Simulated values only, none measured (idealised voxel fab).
The following process module bears the name voxel tone inversion.
Each square cell in cross-section cut measures 5 nm, and the section as a whole is 260 nm wide.
Cross-section, as written here: a square-cell grid given band by band from the top down, where a band holds one or more rows of cells.
What a band's entry tells you: where the top is and where the bottom is, as heights in nm, and after that what lies inside, material by material from left to right, each with its width in nm. Empty space is written as the word "blank", and a single material marked with the word "throughout" occupies the band from edge to edge.
Height reference: 0 = level under which incoming wafer is all one material. Lowest band: no bottom, runs on downward, e.g. "0 -> down".
Top row gets the first number, bottom row gets the second, and each row in between changes by the same step: that is how a band width like "30->40" works.
Any step labelled "nothing altered" changed none of the cells in the cross-section.
The label "Closed-off voids" introduces a list of the empty spaces, 8 cells or larger, that have no open way up to the top; each entry in it reads width x height at distance, where the distance is taken from the left edge and all three are stated in nm.
Note: text after step settings on the step line = simulator remark on that step.
Among the settings permitted on a step's line is "overlay nm"; applied to a step with a mask, it specifies the extent to which the mask lay to the right of its planned position, whereas a negative figure signifies a position to the left.

Planned process steps:
1: RECEIVE (material Si)
2: CONFORMAL_DEP (material SiCN; thk nm 10)
3: DIRECTIONAL_DEP (material aC; thk nm 25)
4: PATTERN (tone cover; mask id POSTS; material resist; width nm 25; pitch nm 55; thk nm 35; overlay nm -15)
5: DIRECTIONAL_ETCH (etch materials aC; depth nm 25)
6: STRIP (etch materials resist)
7: FILL_DEP (material SiO2; thk nm 5)
8: CMP (height nm 35)
9: STRIP (etch materials aC)
The plan shows the overlay nm of step 4 as the first wafer had it; this setting differs between the wafers, which start out alike.

The first of several wafers as received, shown in cross-section; this is its state after step 1:
  0 -> down  Si throughout
  Closed-off voids: none

Heads up, this table goes wafer by wafer. A row tells you, at the end of the module, how many cells of each material that wafer has put on (+) or dropped (-) since it was received, and then its closed voids:
overlay nm -15, +104 SiCN, +185 SiO2, Closed-off voids: none
overlay nm -10, +104 SiCN, +185 SiO2, Closed-off voids: none
overlay nm -5, +104 SiCN, +185 SiO2, Closed-off voids: none
overlay nm 0, +104 SiCN, +185 SiO2, Closed-off voids: none
overlay nm 5, +104 SiCN, +185 SiO2, Closed-off voids: none
overlay nm 10, +104 SiCN, +185 SiO2, Closed-off voids: none
overlay nm 15, +104 SiCN, +185 SiO2, Closed-off voids: none
